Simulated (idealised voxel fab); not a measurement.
process module | voxel transistor to metal
cross-section cut | 185 nm wide | cells 5 nm
A cross-section is a grid of square cells, given in bands from the top down. A band is one or more rows of cells.
Each band's line starts with the height of the band's top and of its bottom, in nm. Then come its materials from left to right, each with its width in nm. One material with "throughout" fills the band from edge to edge. "air" is empty space.
Height 0 is the level under which the wafer as received is all one material. The lowest band goes on downwards, as in "0 down".
A width such as "30 to 40" changes by the same amount from each row of cells to the next, from the band's top row to its bottom row.
"no change" after a step means that no cell of the cross-section changed.
closed voids: empty space of 8 cells or more with no open way to the top, each as width x height at its distance from the left edge, in nm
after a step's settings: what the simulator itself notes on the step
overlay nm, on a step with a mask: how far to the right of its planned place the mask lay; to the left if negative
plan
1 op RECEIVE | material Si
2 op OXIDIZE | depth nm 5
3 op CONFORMAL_DEP | material SiN | thk nm 10
4 op DIRECTIONAL_DEP | material aC | thk nm 15
5 op PATTERN | tone cover | mask id ACTIVE | material resist | width nm 110 | thk nm 30 | overlay nm 0
6 op DIRECTIONAL_ETCH | etch materials aC | depth nm 15
7 op STRIP | etch materials resist
8 op DIRECTIONAL_ETCH | etch materials SiN | depth nm 10
9 op DIRECTIONAL_ETCH | etch materials SiO2 | depth nm 5
10 op DIRECTIONAL_ETCH | etch materials Si | depth nm 30
11 op STRIP | etch materials aC
12 op FILL_DEP | material SiO2 | thk nm 15
13 op CMP | height nm 10
14 op SELECTIVE_ETCH | etch materials SiO2 | depth nm 10
15 op STRIP | etch materials SiN
16 op SELECTIVE_ETCH | etch materials SiO2 | depth nm 5
17 op OXIDIZE | depth nm 5
18 op DIRECTIONAL_DEP | material polySi | thk nm 20
19 op DIRECTIONAL_DEP | material SiCN | thk nm 10
20 op MASKED_ETCH | tone cover | mask id GATE | width nm 30 | etch materials SiCN | depth nm 20 | overlay nm 0
21 op MASKED_ETCH | tone cover | mask id GATE | width nm 30 | etch materials polySi | depth nm 30 | overlay nm 0
22 op CONFORMAL_DEP | material SiO2 | thk nm 5
23 op DIRECTIONAL_ETCH | etch materials SiO2 | depth nm 5
24 op CONFORMAL_DEP | material SiN | thk nm 5
25 op DIRECTIONAL_ETCH | etch materials SiN | depth nm 5
26 op DIRECTIONAL_ETCH | etch materials SiO2 | depth nm 5
27 op DIRECTIONAL_ETCH | etch materials Si | depth nm 10
28 op EPI | material nSi | thk nm 15
29 op FILL_DEP | material SiO2 | thk nm 5
30 op CMP | height nm 15
31 op STRIP | etch materials polySi
32 op SELECTIVE_ETCH | etch materials SiO2 | depth nm 5
33 op CONFORMAL_DEP | material HfO2 | thk nm 5
34 op CONFORMAL_DEP | material TiN | thk nm 5
35 op FILL_DEP | material W | thk nm 10
36 op CMP | height nm 10
37 op DIRECTIONAL_DEP | material SiO2 | thk nm 10
38 op DIRECTIONAL_DEP | material aC | thk nm 10
39 op PATTERN | tone open | mask id CONTACT | material resist | width nm 15 | pitch nm 75 | thk nm 30 | overlay nm 0
40 op DIRECTIONAL_ETCH | etch materials aC | depth nm 10
41 op STRIP | etch materials resist
42 op DIRECTIONAL_ETCH | etch materials SiO2 | depth nm 25
43 op STRIP | etch materials aC
44 op CONFORMAL_DEP | material TiN | thk nm 5
45 op FILL_DEP | material Ru | thk nm 10
46 op CMP | height nm 20
47 op CONFORMAL_DEP | material SiN | thk nm 5
48 op DIRECTIONAL_DEP | material lowk | thk nm 25
49 op MASKED_ETCH | tone open | mask id METAL_1 | width nm 15 | pitch nm 75 | etch materials lowk | depth nm 15 | overlay nm 0
50 op MASKED_ETCH | tone open | mask id METAL_1 | width nm 15 | pitch nm 75 | etch materials SiN | depth nm 5 | overlay nm 0
51 op CONFORMAL_DEP | material TiN | thk nm 5
52 op FILL_DEP | material Ru | thk nm 10
53 op CMP | height nm 50
54 op EPI | material Ru | thk nm 5
55 op FILL_DEP | material SiCN | thk nm 5
56 op DIRECTIONAL_DEP | material lowk | thk nm 30
57 op PATTERN | tone open | mask id METAL_2 | material resist | width nm 15 | pitch nm 75 | thk nm 15 | overlay nm 0
58 op DIRECTIONAL_ETCH | etch materials lowk | depth nm 20
59 op STRIP | etch materials resist
60 op MASKED_ETCH | tone open | mask id METAL_2_HOLES | width nm 15 | pitch nm 75 | etch materials lowk | depth nm 10 | overlay nm 0
61 op MASKED_ETCH | tone open | mask id METAL_2_HOLES | width nm 15 | pitch nm 75 | etch materials SiCN | depth nm 5 | overlay nm 0
62 op CONFORMAL_DEP | material TiN | thk nm 5
63 op FILL_DEP | material Cu | thk nm 10
64 op CMP | height nm 90
65 op CONFORMAL_DEP | material SiN | thk nm 5
varied across the wafers: depth nm of step 49. The plan shows the first wafer's value. All wafers start alike
first wafer as received, after step 1
  0 down: Si throughout
  closed voids: none
first wafer at the end, after step 65
  95 to 90: SiN throughout
  90 to 60: lowk 45 | TiN 5 | Cu 5 | TiN 5 | lowk 60 | TiN 5 | Cu 5 | TiN 5 | lowk 50
  60 to 55: SiCN 45 | TiN 15 | SiCN 60 | TiN 15 | SiCN 50
  55 to 50: SiCN 40 | Ru 25 | SiCN 50 | Ru 25 | SiCN 45
  50 to 40: lowk 45 | TiN 5 | Ru 5 | TiN 5 | lowk 60 | TiN 5 | Ru 5 | TiN 5 | lowk 50
  40 to 35: lowk 45 | TiN 15 | lowk 60 | TiN 15 | lowk 50
  35 to 25: lowk throughout
  25 to 20: SiN throughout
  20 to 10: SiO2 45 | TiN 5 | Ru 5 | TiN 5 | SiO2 60 | TiN 5 | Ru 5 | TiN 5 | SiO2 50
  10 to 5: SiO2 45 | TiN 15 | SiO2 5 | SiN 5 | HfO2 5 | TiN 5 | W 20 | TiN 5 | HfO2 5 | SiN 5 | SiO2 5 | TiN 15 | SiO2 50
  5 to 0: SiO2 45 | TiN 5 | nSi 15 | SiN 5 | HfO2 5 | TiN 5 | W 20 | TiN 5 | HfO2 5 | SiN 5 | nSi 15 | TiN 5 | SiO2 50
  0 to -5: SiO2 45 | TiN 5 | nSi 15 | SiN 5 | HfO2 5 | TiN 30 | HfO2 5 | SiN 5 | nSi 15 | TiN 5 | SiO2 50
  -5 to -10: SiO2 30 | nSi 35 | SiO2 5 | HfO2 40 | SiO2 5 | nSi 35 | SiO2 35
  -10 to -20: SiO2 35 | nSi 30 | Si 50 | nSi 30 | SiO2 40
  -20 to -35: SiO2 35 | Si 110 | SiO2 40
  -35 down: Si throughout
  closed voids: none
last wafer at the end
  95 to 90: SiN throughout
  90 to 60: lowk 45 | TiN 5 | Cu 5 | TiN 5 | lowk 60 | TiN 5 | Cu 5 | TiN 5 | lowk 50
  60 to 55: SiCN 45 | TiN 15 | SiCN 60 | TiN 15 | SiCN 50
  55 to 50: SiCN 40 | Ru 25 | SiCN 50 | Ru 25 | SiCN 45
  50 to 25: lowk 45 | TiN 5 | Ru 5 | TiN 5 | lowk 60 | TiN 5 | Ru 5 | TiN 5 | lowk 50
  25 to 20: SiN 45 | TiN 15 | SiN 60 | TiN 15 | SiN 50
  20 to 10: SiO2 45 | TiN 5 | Ru 5 | TiN 5 | SiO2 60 | TiN 5 | Ru 5 | TiN 5 | SiO2 50
  10 to 5: SiO2 45 | TiN 15 | SiO2 5 | SiN 5 | HfO2 5 | TiN 5 | W 20 | TiN 5 | HfO2 5 | SiN 5 | SiO2 5 | TiN 15 | SiO2 50
  5 to 0: SiO2 45 | TiN 5 | nSi 15 | SiN 5 | HfO2 5 | TiN 5 | W 20 | TiN 5 | HfO2 5 | SiN 5 | nSi 15 | TiN 5 | SiO2 50
  0 to -5: SiO2 45 | TiN 5 | nSi 15 | SiN 5 | HfO2 5 | TiN 30 | HfO2 5 | SiN 5 | nSi 15 | TiN 5 | SiO2 50
  -5 to -10: SiO2 30 | nSi 35 | SiO2 5 | HfO2 40 | SiO2 5 | nSi 35 | SiO2 35
  -10 to -20: SiO2 35 | nSi 30 | Si 50 | nSi 30 | SiO2 40
  -20 to -35: SiO2 35 | Si 110 | SiO2 40
  -35 down: Si throughout
  closed voids: none
each wafer at the end: cells of each material gained (+) or lost (-) since it was received, then its closed voids
depth nm 15 | +12 Cu | +14 HfO2 | +18 Ru | -173 Si | +58 SiCN | +80 SiN | +211 SiO2 | +72 TiN | +8 W | +353 lowk | +50 nSi | closed voids: none
depth nm 20 | +12 Cu | +14 HfO2 | +20 Ru | -173 Si | +58 SiCN | +80 SiN | +211 SiO2 | +76 TiN | +8 W | +347 lowk | +50 nSi | closed voids: none
depth nm 25 | +12 Cu | +14 HfO2 | +24 Ru | -173 Si | +58 SiCN | +74 SiN | +211 SiO2 | +84 TiN | +8 W | +341 lowk | +50 nSi | closed voids: none
depth nm 30 | +12 Cu | +14 HfO2 | +24 Ru | -173 Si | +58 SiCN | +74 SiN | +211 SiO2 | +84 TiN | +8 W | +341 lowk | +50 nSi | closed voids: none
depth nm 35 | +12 Cu | +14 HfO2 | +24 Ru | -173 Si | +58 SiCN | +74 SiN | +211 SiO2 | +84 TiN | +8 W | +341 lowk | +50 nSi | closed voids: none
depth nm 40 | +12 Cu | +14 HfO2 | +24 Ru | -173 Si | +58 SiCN | +74 SiN | +211 SiO2 | +84 TiN | +8 W | +341 lowk | +50 nSi | closed voids: none
